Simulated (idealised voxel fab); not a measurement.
Process module name: voxel capacitor over wiring
Xsec cut, 235 nm wide, square cell size 5 nm.
Square cells in a grid make up a cross-section in this document, and the grid is given as bands, listed from the top down, each one or more rows of cells.
The band entry comprises the height of the band's top followed by the height of its bottom, expressed in nm, and subsequently the band's materials from left to right, each stated together with its width in nm. Where a single material is marked with the word "throughout", that material fills the band from edge to edge. The word "air" represents empty space.
Basically, 0 is our baseline, since under it the wafer straight out of the box is all one material. The bottom band has no lower end and keeps on going down, so it looks like "0 down".
Think of "30 to 40" as a width that walks from the first number to the second as you go down the band, top row to bottom row, taking equal-sized steps from row to row.
"no change occurred" for a step: no cell of the cross-section changed in that step.
Enclosed voids (no open way to top), threshold 8 cells or more, entry "Closed void inventory", notation width x height at distance, distance from left edge, nm.
Post-settings text on a step line: simulator's own remark regarding the step.
"overlay nm" denotes, for a step that has a mask, the displacement of the mask to the right of its planned place, with negative values corresponding to the left.
**Process steps (planned)**
- 1: RECEIVE with material Si
- 2: CONFORMAL_DEP with material SiO2, thk nm 15
- 3: DIRECTIONAL_DEP with material TiN, thk nm 5
- 4: DIRECTIONAL_DEP with material W, thk nm 20
- 5: MASKED_ETCH with tone cover, mask id METAL_1, width nm 25, pitch nm 95, etch materials W, depth nm 20, overlay nm 0
- 6: MASKED_ETCH with tone cover, mask id METAL_1, width nm 25, pitch nm 95, etch materials TiN, depth nm 5, overlay nm 0
- 7: CONFORMAL_DEP with material SiN, thk nm 5
- 8: FILL_DEP with material lowk, thk nm 5
- 9: CMP with height nm 40
- 10: CONFORMAL_DEP with material SiCN, thk nm 5
- 11: DIRECTIONAL_DEP with material SiO2, thk nm 20
- 12: MASKED_ETCH with tone open, mask id PLUG_1, width nm 15, etch materials SiO2, depth nm 20, overlay nm 0
- 13: MASKED_ETCH with tone open, mask id PLUG_1, width nm 15, etch materials SiCN, depth nm 5, overlay nm 0
- 14: EPI with material Ru, thk nm 10
- 15: EPI with material Ru, thk nm 10
- 16: EPI with material Ru, thk nm 5
- 17: DIRECTIONAL_DEP with material TiN, thk nm 10
- 18: DIRECTIONAL_DEP with material Al2O3, thk nm 5
- 19: DIRECTIONAL_DEP with material TiN, thk nm 10
- 20: DIRECTIONAL_DEP with material aC, thk nm 15
- 21: PATTERN with tone cover, mask id UPPER_PLATE, material resist, width nm 75, thk nm 35, overlay nm 0
- 22: DIRECTIONAL_ETCH with etch materials aC, depth nm 15
- 23: STRIP with etch materials resist
- 24: DIRECTIONAL_ETCH with etch materials TiN, depth nm 10
- 25: DIRECTIONAL_ETCH with etch materials Al2O3, depth nm 5
- 26: STRIP with etch materials aC
- 27: MASKED_ETCH with tone cover, mask id LOWER_PLATE, width nm 85, etch materials TiN, depth nm 10, overlay nm 0
- 28: FILL_DEP with material SiO2, thk nm 15
- 29: CMP with height nm 100
- 30: DIRECTIONAL_DEP with material aC, thk nm 10
- 31: PATTERN with tone open, mask id PLUG_2, material resist, width nm 15, thk nm 25, overlay nm 0
- 32: DIRECTIONAL_ETCH with etch materials aC, depth nm 5
- 33: STRIP with etch materials resist
- 34: DIRECTIONAL_ETCH with etch materials SiO2, depth nm 10
- 35: STRIP with etch materials aC
- 36: CONFORMAL_DEP with material TiN, thk nm 5
- 37: FILL_DEP with material Ru, thk nm 10
- 38: CMP with height nm 100
- 39: CONFORMAL_DEP with material SiN, thk nm 5
For clarity, it should be stated that the wafers under discussion commence in an identical condition and differ with respect to the depth nm of step 32, the plan indicating the value that the first wafer had.
**As-received state after step 1, first of several wafers, cross-section**
* 0 down = Si throughout
* Closed void inventory: none
**End of module: cross-section of the first of several wafers after step 39, the last step**
* 105 to 100 = SiN throughout
* 100 to 90 = SiO2 throughout
* 90 to 80 = SiO2 65 nm, TiN 75 nm, SiO2 95 nm
* 80 to 75 = SiO2 65 nm, Al2O3 75 nm, SiO2 95 nm
* 75 to 65 = SiO2 60 nm, TiN 85 nm, SiO2 90 nm
* 65 to 45 = SiO2 65 nm, Ru 15 nm, SiO2 155 nm
* 45 to 40 = SiCN 65 nm, Ru 15 nm, SiCN 155 nm
* 40 to 20 = lowk 50 nm, SiN 5 nm, W 25 nm, SiN 5 nm, lowk 60 nm, SiN 5 nm, W 25 nm, SiN 5 nm, lowk 55 nm
* 20 to 15 = SiN 55 nm, TiN 25 nm, SiN 70 nm, TiN 25 nm, SiN 60 nm
* 15 to 0 = SiO2 throughout
* 0 down = Si throughout
* Closed void inventory: none
**Last wafer x-sec, end of module**
* 105 to 100 = SiN throughout
* 100 to 95 = SiO2 75 nm, TiN 5 nm, Ru 5 nm, TiN 5 nm, SiO2 145 nm
* 95 to 90 = SiO2 75 nm, TiN 15 nm, SiO2 145 nm
* 90 to 80 = SiO2 65 nm, TiN 75 nm, SiO2 95 nm
* 80 to 75 = SiO2 65 nm, Al2O3 75 nm, SiO2 95 nm
* 75 to 65 = SiO2 60 nm, TiN 85 nm, SiO2 90 nm
* 65 to 45 = SiO2 65 nm, Ru 15 nm, SiO2 155 nm
* 45 to 40 = SiCN 65 nm, Ru 15 nm, SiCN 155 nm
* 40 to 20 = lowk 50 nm, SiN 5 nm, W 25 nm, SiN 5 nm, lowk 60 nm, SiN 5 nm, W 25 nm, SiN 5 nm, lowk 55 nm
* 20 to 15 = SiN 55 nm, TiN 25 nm, SiN 70 nm, TiN 25 nm, SiN 60 nm
* 15 to 0 = SiO2 throughout
* 0 down = Si throughout
* Closed void inventory: none
**For your reference, the table is organized with a row per wafer; each row reflects the wafer at the end of the module, indicating for each material the cells gained (+) or lost (-) since receipt, and thereafter its closed voids**
depth nm 5, +15 Al2O3, +15 Ru, +44 SiCN, +100 SiN, +567 SiO2, +74 TiN, +40 W, +132 lowk, Closed void inventory: none
depth nm 10, +15 Al2O3, +16 Ru, +44 SiCN, +100 SiN, +561 SiO2, +79 TiN, +40 W, +132 lowk, Closed void inventory: none
depth nm 15, +15 Al2O3, +16 Ru, +44 SiCN, +100 SiN, +561 SiO2, +79 TiN, +40 W, +132 lowk, Closed void inventory: none
depth nm 20, +15 Al2O3, +16 Ru, +44 SiCN, +100 SiN, +561 SiO2, +79 TiN, +40 W, +132 lowk, Closed void inventory: none
depth nm 25, +15 Al2O3, +16 Ru, +44 SiCN, +100 SiN, +561 SiO2, +79 TiN, +40 W, +132 lowk, Closed void inventory: none
